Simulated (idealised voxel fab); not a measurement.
process module | voxel trench capacitor
cross-section cut | 180 nm wide | cells 5 nm
A cross-section is a grid of square cells, given in bands from the top down. A band is one or more rows of cells.
Each band's line starts with the height of the band's top and of its bottom, in nm. Then come its materials from left to right, each with its width in nm. One material with "throughout" fills the band from edge to edge. "air" is empty space.
Height 0 is the level under which the wafer as received is all one material. The lowest band goes on downwards, as in "0 down".
A width such as "30 to 40" changes by the same amount from each row of cells to the next, from the band's top row to its bottom row.
"no change" after a step means that no cell of the cross-section changed.
closed voids: empty space of 8 cells or more with no open way to the top, each as width x height at its distance from the left edge, in nm
after a step's settings: what the simulator itself notes on the step
overlay nm, on a step with a mask: how far to the right of its planned place the mask lay; to the left if negative
plan
1 op RECEIVE | material Si
2 op CONFORMAL_DEP | material SiN | thk nm 10
3 op DIRECTIONAL_DEP | material aC | thk nm 10
4 op PATTERN | tone open | mask id TRENCH | material resist | width nm 25 | pitch nm 55 | thk nm 25 | overlay nm 0
5 op DIRECTIONAL_ETCH | etch materials aC | depth nm 10
6 op STRIP | etch materials resist
7 op DIRECTIONAL_ETCH | etch materials SiN | depth nm 10
8 op DIRECTIONAL_ETCH | etch materials Si | depth nm 40
9 op STRIP | etch materials aC
10 op CONFORMAL_DEP | material SiO2 | thk nm 5
11 op FILL_DEP | material polySi | thk nm 10
12 op CMP | height nm 10
as received, after step 1
  0 down: Si throughout
  closed voids: none
first wafer at the end, as planned
  10 to 0: SiN 50 | SiO2 5 | polySi 15 | SiO2 5 | SiN 30 | SiO2 5 | polySi 15 | SiO2 5 | SiN 50
  0 to -35: Si 50 | SiO2 5 | polySi 15 | SiO2 5 | Si 30 | SiO2 5 | polySi 15 | SiO2 5 | Si 50
  -35 to -40: Si 50 | SiO2 25 | Si 30 | SiO2 25 | Si 50
  -40 down: Si throughout
  closed voids: none
second wafer at the end: like start, like plan, one mistake
  10 to 5: SiO2 55 | polySi 15 | SiO2 40 | polySi 15 | SiO2 55
  5 to 0: SiN 50 | SiO2 5 | polySi 15 | SiO2 5 | SiN 30 | SiO2 5 | polySi 15 | SiO2 5 | SiN 50
  0 to -35: Si 50 | SiO2 5 | polySi 15 | SiO2 5 | Si 30 | SiO2 5 | polySi 15 | SiO2 5 | Si 50
  -35 to -40: Si 50 | SiO2 25 | Si 30 | SiO2 25 | Si 50
  -40 down: Si throughout
  closed voids: none
what went wrong: step 2 ran as: op CONFORMAL_DEP | material SiN | thk nm 5
at the end the second wafer has, in cells: 26 fewer of SiN | 26 more of SiO2
